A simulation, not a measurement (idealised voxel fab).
Process module in this document: voxel self aligned contacts
FYI the section here is cut, 205 nm wide, cells are 5 nm squares.
A cross-section is a grid of square cells, given in bands from the top down. A band is one or more rows of cells. The entry gives the band's vertical extent as a top height and a bottom height in nm, then its horizontal make-up as materials from left to right, each with a width in nm. "blank" stands for empty space; a single material marked "full width" fills the band edge to edge. The reference from which all heights are counted is 0, the level beneath which the as-received wafer is entirely one material; the lowest band, having no lower bound, proceeds downward and is written after the example "0 -> down". Graded width ("30 to 40"): value in top row of band = first number; value in bottom row = second number; row-to-row change constant. Step marked "remained the same"? Then no cell in the cross-section changed in it. Closed empty spaces (no open way to the top) of 8 cells or more are what "Sealed void listing" lists, each as width x height at distance from the left edge, nm for all three. What comes after the settings on a step's line is commentary from the simulator itself on that step. Regarding "overlay nm": on a step with a mask, it is the distance the mask lay to the right of its planned place; a negative value places it to the left.
Steps in the process plan
1: RECEIVE: material Si
2: OXIDIZE: depth nm 5
3: DIRECTIONAL_DEP: material polySi, thk nm 20
4: DIRECTIONAL_DEP: material SiN, thk nm 25
5: MASKED_ETCH: tone cover, mask id GATE, width nm 30, pitch nm 65, etch materials SiN, depth nm 25, overlay nm 0
6: MASKED_ETCH: tone cover, mask id GATE, width nm 30, pitch nm 65, etch materials polySi, depth nm 20, overlay nm 0
7: CONFORMAL_DEP: material SiN, thk nm 10
8: DIRECTIONAL_ETCH: etch materials SiN, depth nm 10
9: FILL_DEP: material SiO2, thk nm 20
10: CMP: height nm 55
11: DIRECTIONAL_DEP: material aC, thk nm 15
12: PATTERN: tone open, mask id CONTACT, material resist, width nm 45, thk nm 30, overlay nm 0
13: DIRECTIONAL_ETCH: etch materials aC, depth nm 15
14: STRIP: etch materials resist
15: DIRECTIONAL_ETCH: etch materials SiO2, depth nm 60
16: STRIP: etch materials aC
17: CONFORMAL_DEP: material TiN, thk nm 5
18: FILL_DEP: material Ru, thk nm 5
19: CMP: height nm 55
20: CONFORMAL_DEP: material SiCN, thk nm 5
Cross-sectional view of the wafer in its as-received condition, corresponding to the state after step 1
    0 -> down | Si full width
    Sealed void listing: none
Cross-section: first of two wafers, module finished, run according to plan
    60 -> 55 | SiCN full width
    55 -> 45 | SiO2 80, TiN 5 to 20, Ru 35 to 5, TiN 5 to 20, SiO2 80
    45 -> 20 | SiO2 45, SiN 50, TiN 5, Ru 5, TiN 5, SiN 50, SiO2 45
    20 -> 0 | SiO2 45, SiN 10, polySi 30, SiN 10, TiN 5, Ru 5, TiN 5, SiN 10, polySi 30, SiN 10, SiO2 45
    0 -> -5 | SiO2 95, TiN 15, SiO2 95
    -5 -> down | Si full width
    Sealed void listing: none
This is the second of the two wafers, cross-sectioned at the end of the module; it started exactly like the first and was given the same plan, but it was run with one mistake
    60 -> 55 | SiCN full width
    55 -> 45 | SiO2 80, TiN 5 to 20, Ru 35 to 10, TiN 5 to 15, SiO2 80
    45 -> 25 | SiO2 50, SiN 45, TiN 5, Ru 10, TiN 5, SiN 45, SiO2 45
    25 -> 20 | SiO2 50, SiN 45, TiN 5, Ru 5, TiN 10, SiN 45, SiO2 45
    20 -> 0 | SiO2 45, SiN 10, polySi 30, SiN 10, TiN 5, Ru 5, TiN 5, SiN 10, polySi 30, SiN 10, SiO2 45
    0 -> -5 | SiO2 95, TiN 15, SiO2 95
    -5 -> down | Si full width
    Sealed void listing: none
Where did the run depart from the plan? for step 5, the planned setting was not used; the step was instead run as MASKED_ETCH: tone cover, mask id GATE, width nm 25, pitch nm 65, etch materials SiN, depth nm 25, overlay nm 0
Final tally in cells, some materials are higher or lower on the second wafer than on the first: 5 more of Ru, 10 fewer of SiN, 5 more of SiO2
